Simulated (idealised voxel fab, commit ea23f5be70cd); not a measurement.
Process module name: voxel self aligned contacts
Cross-section cut spans 215 nm and uses square cells 5 nm in size.
This document writes a cross-section as a grid whose cells are square, and gives it as bands, listed from the top down; one or more rows of cells form a band.
A band entry consists of two parts. The first gives the height of the band's top and the height of its bottom, in nm. The rest lists the band's materials from left to right, each with its width in nm. A single material labelled with the word "all across" fills the band from edge to edge, and the word "blank" marks empty space.
For the purposes of this specification, 0 denotes the height below which the wafer in its as-received condition is composed wholly of one material, and the lowermost band, lacking a lower limit, extends downward without end, as expressed in "top 0, no bottom".
When a width is written as two numbers, as in "30->40", the first number is the width in the top row of cells of the band and the second is the width in its bottom row, and the width changes by the same amount from each row to the next.
For the purposes of this document, the phrase "changes: none" attached to a step denotes that no cell within the cross-section was modified by that step.
Listed in "Enclosed internal voids": every empty space of 8 or more cells without an open way to the top. Form: width x height at distance, the distance being from the left edge, all in nm.
Note: text after step settings on the step line = simulator remark on that step.
Regarding "overlay nm": on a step with a mask, it is the distance the mask lay to the right of its planned place; a negative value places it to the left.
PLANNED STEP LIST FOR THE PROCESS
| 1 | RECEIVE with material Si |
| 2 | OXIDIZE with depth nm 5 |
| 3 | DIRECTIONAL_DEP with material polySi, thk nm 20 |
| 4 | DIRECTIONAL_DEP with material SiN, thk nm 20 |
| 5 | MASKED_ETCH with tone cover, mask id GATE, width nm 30, pitch nm 55, etch materials SiN, depth nm 20, overlay nm 0 |
| 6 | MASKED_ETCH with tone cover, mask id GATE, width nm 30, pitch nm 55, etch materials polySi, depth nm 20, overlay nm 0 |
| 7 | CONFORMAL_DEP with material SiN, thk nm 5 |
| 8 | DIRECTIONAL_ETCH with etch materials SiN, depth nm 5 |
| 9 | FILL_DEP with material SiO2, thk nm 15 |
| 10 | CMP with height nm 50 |
| 11 | MASKED_ETCH with tone open, mask id CONTACT, width nm 35, etch materials SiO2, depth nm 55, overlay nm 0 |
| 12 | CONFORMAL_DEP with material TiN, thk nm 5 |
| 13 | FILL_DEP with material Ru, thk nm 10 |
| 14 | CMP with height nm 50 |
| 15 | CONFORMAL_DEP with material SiCN, thk nm 5 |
FIRST OF TWO WAFERS - AS PLANNED
CROSS-SECTION, INCOMING MATERIAL, AFTER STEP 1
top 0, no bottom = Si all across
Enclosed internal voids: none
AFTER STEP 2
top 0, bottom -5 = SiO2 all across
Everything below -5 is unchanged.
AFTER STEP 3
top 20, bottom 0 = polySi all across
Everything below 0 is unchanged.
AFTER STEP 4
top 40, bottom 20 = SiN all across
Everything below 20 is unchanged.
AFTER STEP 5
top 40, bottom 20 = blank=65; SiN=30; blank=25; SiN=30; blank=65
Everything below 20 is unchanged.
AFTER STEP 6
top 40, bottom 20 = blank=65; SiN=30; blank=25; SiN=30; blank=65
top 20, bottom 0 = blank=65; polySi=30; blank=25; polySi=30; blank=65
Everything below 0 is unchanged.
AFTER STEP 7
top 45, bottom 20 = blank=60; SiN=40; blank=15; SiN=40; blank=60
top 20, bottom 5 = blank=60; SiN=5; polySi=30; SiN=5; blank=15; SiN=5; polySi=30; SiN=5; blank=60
top 5, bottom 0 = SiN=65; polySi=30; SiN=25; polySi=30; SiN=65
Everything below 0 is unchanged.
AFTER STEP 8
top 40, bottom 20 = blank=60; SiN=40; blank=15; SiN=40; blank=60
top 20, bottom 0 = blank=60; SiN=5; polySi=30; SiN=5; blank=15; SiN=5; polySi=30; SiN=5; blank=60
Everything below 0 is unchanged.
AFTER STEP 9
top 55, bottom 40 = SiO2 all across
top 40, bottom 20 = SiO2=60; SiN=40; SiO2=15; SiN=40; SiO2=60
top 20, bottom 0 = SiO2=60; SiN=5; polySi=30; SiN=5; SiO2=15; SiN=5; polySi=30; SiN=5; SiO2=60
Everything below 0 is unchanged.
AFTER STEP 10
top 50, bottom 40 = SiO2 all across
Everything below 40 is unchanged.
AFTER STEP 11
top 50, bottom 40 = SiO2=90; blank=35; SiO2=90
top 40, bottom 20 = SiO2=60; SiN=40; blank=15; SiN=40; SiO2=60
top 20, bottom 0 = SiO2=60; SiN=5; polySi=30; SiN=5; blank=15; SiN=5; polySi=30; SiN=5; SiO2=60
top 0, bottom -5 = SiO2=100; blank=15; SiO2=100
Everything below -5 is unchanged.
AFTER STEP 12
top 55, bottom 50 = TiN=95; blank=25; TiN=95
top 50, bottom 40 = SiO2=90; TiN=5->15; blank=25->5; TiN=5->15; SiO2=90
top 40, bottom 20 = SiO2=60; SiN=40; TiN=5; blank=5; TiN=5; SiN=40; SiO2=60
top 20, bottom 0 = SiO2=60; SiN=5; polySi=30; SiN=5; TiN=5; blank=5; TiN=5; SiN=5; polySi=30; SiN=5; SiO2=60
top 0, bottom -5 = SiO2=100; TiN=15; SiO2=100
Everything below -5 is unchanged.
AFTER STEP 13
top 65, bottom 55 = Ru all across
top 55, bottom 50 = TiN=95; Ru=25; TiN=95
top 50, bottom 40 = SiO2=90; TiN=5->15; Ru=25->5; TiN=5->15; SiO2=90
top 40, bottom 20 = SiO2=60; SiN=40; TiN=5; Ru=5; TiN=5; SiN=40; SiO2=60
top 20, bottom 0 = SiO2=60; SiN=5; polySi=30; SiN=5; TiN=5; Ru=5; TiN=5; SiN=5; polySi=30; SiN=5; SiO2=60
Everything below 0 is unchanged.
AFTER STEP 14
top 50, bottom 40 = SiO2=90; TiN=5->15; Ru=25->5; TiN=5->15; SiO2=90
Everything below 40 is unchanged.
AFTER STEP 15
top 55, bottom 50 = SiCN all across
Everything below 50 is unchanged.
HERE THE SECOND WAFER IS DESCRIBED. ITS START AND ITS PLAN WERE THOSE OF THE FIRST WAFER. ITS RUN CONTAINED ONE MISTAKE. UP TO AND INCLUDING STEP 13, IT DID EXACTLY WHAT THE FIRST WAFER DID
X-SECTION, SECOND WAFER, WHEN STEP 14 WAS DUE TO FINISH
top 40, bottom 20 = SiO2=60; SiN=40; TiN=5; Ru=5; TiN=5; SiN=40; SiO2=60
Everything below 20 is unchanged.
X-SECTION, SECOND WAFER, WHEN STEP 15 WAS DUE TO FINISH
top 45, bottom 40 = SiCN all across
Everything below 40 is unchanged.
What went wrong in running the wafer? note that step 14 departed from the planned setting and was carried out as CMP with height nm 40
Cell-count delta at end, second wafer over first, by material: 6 fewer of Ru | 72 fewer of SiO2 | 8 fewer of TiN
